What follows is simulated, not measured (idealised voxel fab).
Process module, titled voxel gate over fins
Displayed cross-section: cut, width of 155 nm, square cells sized 5 nm.
This document writes a cross-section as a grid whose cells are square, and gives it as bands, listed from the top down; one or more rows of cells form a band.
It is stipulated that each band's entry specify, in nanometres, the height of the top of the band and then that of its bottom, followed by the materials of the band in left-to-right sequence, each together with its width in nanometres. A single material marked by the word "full width" is understood to fill the band from edge to edge; the word "blank" is understood to denote empty space.
Below 0: as-received wafer, all one material; heights counted from there. Lowest band: no bottom, goes on down, written "top 0, no bottom".
The expression "30->40" gives the width at the extremes of the band, the first number at its top row of cells and the second at its bottom row, with the width changing by equal amounts from each row to the next in between.
Key: "nothing was modified" - step with no changed cell in the cross-section.
You'll see "Closed void roster" listing empty spaces that have no way open to the top, as long as they're 8 cells or more; the notation is width x height at distance, where the distance is from the left edge, and all of it is in nm.
Anything after a step's settings on that line? It's the simulator's own note about the step.
overlay nm: step with mask; distance mask lay right of planned place; negative value = left of planned place.
**So here's the lineup of process steps we planned**
1. RECEIVE | material Si
2. CONFORMAL_DEP | material SiN | thk nm 10
3. DIRECTIONAL_DEP | material aC | thk nm 10
4. PATTERN | tone cover | mask id FINS | material resist | width nm 15 | pitch nm 35 | thk nm 30 | overlay nm -15
5. DIRECTIONAL_ETCH | etch materials aC | depth nm 10
6. STRIP | etch materials resist
7. DIRECTIONAL_ETCH | etch materials SiN | depth nm 10
8. DIRECTIONAL_ETCH | etch materials Si | depth nm 40
9. STRIP | etch materials aC
10. FILL_DEP | material SiO2 | thk nm 10
11. CMP | height nm 10
12. SELECTIVE_ETCH | etch materials SiO2 | depth nm 25
13. STRIP | etch materials SiN
14. CONFORMAL_DEP | material HfO2 | thk nm 5
15. CONFORMAL_DEP | material TiN | thk nm 5
16. FILL_DEP | material W | thk nm 10
17. CMP | height nm 15
18. CONFORMAL_DEP | material SiN | thk nm 10
Keep in mind the plan's value for the overlay nm of step 4 comes from the first wafer; the wafers don't share that setting, but they do share the same starting point.
**So this is the first of several wafers, cross-sectioned as it came to us, meaning it's at the end of step 1**
- top 0, no bottom: Si full width
- Closed void roster: none
**Cross-section of the first of several wafers, taken after step 18, where the module ends**
- top 25, bottom 15: SiN full width
- top 15, bottom 10: W full width
- top 10, bottom 5: W: 25 / TiN: 70 / W: 60
- top 5, bottom 0: W: 25 / TiN: 5 / HfO2: 25 / TiN: 10 / HfO2: 25 / TiN: 5 / W: 60
- top 0, bottom -5: W: 25 / TiN: 5 / HfO2: 5 / Si: 15 / HfO2: 5 / TiN: 10 / HfO2: 5 / Si: 15 / HfO2: 5 / TiN: 5 / W: 60
- top -5, bottom -10: TiN: 30 / HfO2: 5 / Si: 15 / HfO2: 5 / TiN: 10 / HfO2: 5 / Si: 15 / HfO2: 5 / TiN: 65
- top -10, bottom -15: HfO2: 35 / Si: 15 / HfO2: 20 / Si: 15 / HfO2: 70
- top -15, bottom -40: SiO2: 35 / Si: 15 / SiO2: 20 / Si: 15 / SiO2: 70
- top -40, no bottom: Si full width
- Closed void roster: none
**Last wafer x-sec, end of module**
- top 25, bottom 15: SiN full width
- top 15, bottom 10: W full width
- top 10, bottom 5: W: 55 / TiN: 70 / W: 30
- top 5, bottom 0: W: 55 / TiN: 5 / HfO2: 25 / TiN: 10 / HfO2: 25 / TiN: 5 / W: 30
- top 0, bottom -5: W: 55 / TiN: 5 / HfO2: 5 / Si: 15 / HfO2: 5 / TiN: 10 / HfO2: 5 / Si: 15 / HfO2: 5 / TiN: 5 / W: 30
- top -5, bottom -10: TiN: 60 / HfO2: 5 / Si: 15 / HfO2: 5 / TiN: 10 / HfO2: 5 / Si: 15 / HfO2: 5 / TiN: 35
- top -10, bottom -15: HfO2: 65 / Si: 15 / HfO2: 20 / Si: 15 / HfO2: 40
- top -15, bottom -40: SiO2: 65 / Si: 15 / SiO2: 20 / Si: 15 / SiO2: 40
- top -40, no bottom: Si full width
- Closed void roster: none
**For your reference, the table is organized with a row per wafer; each row reflects the wafer at the end of the module, indicating for each material the cells gained (+) or lost (-) since receipt, and thereafter its closed voids**
overlay nm -15 | +43 HfO2 | -200 Si | +62 SiN | +125 SiO2 | +43 TiN | +82 W | Closed void roster: none
overlay nm -10 | +43 HfO2 | -200 Si | +62 SiN | +125 SiO2 | +43 TiN | +82 W | Closed void roster: none
overlay nm -5 | +43 HfO2 | -200 Si | +62 SiN | +125 SiO2 | +43 TiN | +82 W | Closed void roster: none
overlay nm 0 | +43 HfO2 | -200 Si | +62 SiN | +125 SiO2 | +43 TiN | +82 W | Closed void roster: none
overlay nm 5 | +43 HfO2 | -200 Si | +62 SiN | +125 SiO2 | +43 TiN | +82 W | Closed void roster: none
overlay nm 10 | +43 HfO2 | -200 Si | +62 SiN | +125 SiO2 | +43 TiN | +82 W | Closed void roster: none
overlay nm 15 | +43 HfO2 | -200 Si | +62 SiN | +125 SiO2 | +43 TiN | +82 W | Closed void roster: none
